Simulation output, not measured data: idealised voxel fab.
Herein follows the process module entitled voxel capacitor over wiring.
Shown is cross-section cut, with a width of 150 nm and square cells of size 5 nm.
Cross-section = grid of square cells, listed top down in bands; band = one or more rows. Top height, bottom height, nm. Materials left to right, width each, nm. Single material + "all across" = fills band edge to edge. "air" = empty. Where do heights start? At 0: under that level the wafer as delivered is made of one material only. And the lowest band has no floor; it just carries on downward, as in "0..down". Per-row width for "30..40": begins at first number (top row of band), ends at second number (bottom row), increment between rows held constant. A step reported as "identical to before" is a step in which no cell of the cross-section changed. Cavities, sealed: empty space of 8 cells or more with no open way to the top, each as width x height at its distance from the left edge, in nm. It should be noted that, on the line of a given step, the content following the step's settings is a remark produced by the simulator itself with respect to that step. You can add "overlay nm" to a step's line. For a step with a mask, it describes how far the mask lay to the right of its planned position, and a negative number describes a lay to the left.

The process steps that were planned are listed below:
1 op RECEIVE | material Si
2 op CONFORMAL_DEP | material SiO2 | thk nm 15
3 op CONFORMAL_DEP | material SiCN | thk nm 5
4 op DIRECTIONAL_DEP | material SiO2 | thk nm 25
5 op PATTERN | tone open | mask id METAL_1 | material resist | width nm 20 | pitch nm 90 | thk nm 15 | overlay nm 0
6 op DIRECTIONAL_ETCH | etch materials SiO2 | depth nm 25
7 op DIRECTIONAL_ETCH | etch materials SiCN | depth nm 5
8 op STRIP | etch materials resist
9 op CONFORMAL_DEP | material TiN | thk nm 5
10 op FILL_DEP | material W | thk nm 10
11 op CMP | height nm 45
12 op CONFORMAL_DEP | material SiCN | thk nm 5
13 op DIRECTIONAL_DEP | material lowk | thk nm 10
14 op MASKED_ETCH | tone open | mask id PLUG_1 | width nm 15 | etch materials lowk | depth nm 10 | overlay nm 0
15 op MASKED_ETCH | tone open | mask id PLUG_1 | width nm 15 | etch materials SiCN | depth nm 5 | overlay nm 0
16 op EPI | material Ru | thk nm 10
17 op EPI | material Ru | thk nm 5
18 op DIRECTIONAL_DEP | material TiN | thk nm 10
19 op DIRECTIONAL_DEP | material HfO2 | thk nm 5
20 op DIRECTIONAL_DEP | material TiN | thk nm 10
21 op MASKED_ETCH | tone cover | mask id UPPER_PLATE | width nm 75 | etch materials TiN | depth nm 10 | overlay nm 0
22 op MASKED_ETCH | tone cover | mask id UPPER_PLATE | width nm 75 | etch materials HfO2 | depth nm 5 | overlay nm 0
23 op DIRECTIONAL_DEP | material aC | thk nm 15
24 op PATTERN | tone cover | mask id LOWER_PLATE | material resist | width nm 85 | thk nm 35 | overlay nm 0
25 op DIRECTIONAL_ETCH | etch materials aC | depth nm 15
26 op STRIP | etch materials resist
27 op DIRECTIONAL_ETCH | etch materials TiN | depth nm 10
28 op STRIP | etch materials aC
29 op FILL_DEP | material SiO2 | thk nm 20
30 op CMP | height nm 100
31 op MASKED_ETCH | tone open | mask id PLUG_2 | width nm 15 | etch materials SiO2 | depth nm 15 | overlay nm 0
32 op CONFORMAL_DEP | material TiN | thk nm 5
33 op FILL_DEP | material Cu | thk nm 5
34 op CMP | height nm 100
35 op CONFORMAL_DEP | material SiCN | thk nm 5

Cross-section of the wafer as it came to us, i.e., already through step 1:
* 0..down | Si all across
* Cavities, sealed: none

Cross-section taken at module completion on the first of two wafers; processed per the plan:
* 105..100 | SiCN all across
* 100..90 | SiO2: 35, then TiN: 5, then Cu: 5, then TiN: 5, then SiO2: 100
* 90..85 | SiO2: 35, then TiN: 15, then SiO2: 100
* 85..75 | SiO2: 25, then TiN: 75, then SiO2: 50
* 75..70 | SiO2: 25, then HfO2: 75, then SiO2: 50
* 70..60 | SiO2: 20, then TiN: 85, then SiO2: 45
* 60..50 | lowk: 25, then Ru: 15, then lowk: 110
* 50..45 | SiCN: 25, then Ru: 15, then SiCN: 110
* 45..20 | SiO2: 20, then TiN: 5, then W: 10, then TiN: 5, then SiO2: 70, then TiN: 5, then W: 10, then TiN: 5, then SiO2: 20
* 20..15 | SiCN: 20, then TiN: 20, then SiCN: 70, then TiN: 20, then SiCN: 20
* 15..0 | SiO2 all across
* 0..down | Si all across
* Cavities, sealed: none

Cross-section at end of module for the second wafer of two, which matched the first in starting point and plan and differed by one mistake in its processing:
* 105..100 | SiCN all across
* 100..90 | SiO2: 35, then TiN: 5, then Cu: 5, then TiN: 5, then SiO2: 100
* 90..85 | SiO2: 35, then TiN: 15, then SiO2: 100
* 85..75 | SiO2: 25, then TiN: 75, then SiO2: 50
* 75..70 | SiO2: 25, then HfO2: 75, then SiO2: 50
* 70..60 | SiO2: 20, then TiN: 85, then SiO2: 45
* 60..50 | lowk: 15, then Ru: 15, then lowk: 120
* 50..45 | SiCN: 25, then Ru: 5, then SiCN: 120
* 45..20 | SiO2: 20, then TiN: 5, then W: 10, then TiN: 5, then SiO2: 70, then TiN: 5, then W: 10, then TiN: 5, then SiO2: 20
* 20..15 | SiCN: 20, then TiN: 20, then SiCN: 70, then TiN: 20, then SiCN: 20
* 15..0 | SiO2 all across
* 0..down | Si all across
* Cavities, sealed: none
The mistake made against the process plan was this: not per plan at step 14, really ran op MASKED_ETCH | tone open | mask id PLUG_1 | width nm 15 | etch materials lowk | depth nm 10 | overlay nm -10
Per the end-of-run cell counts, the second wafer holds more or fewer of some materials than the first: 2 fewer of Ru; 2 more of SiCN
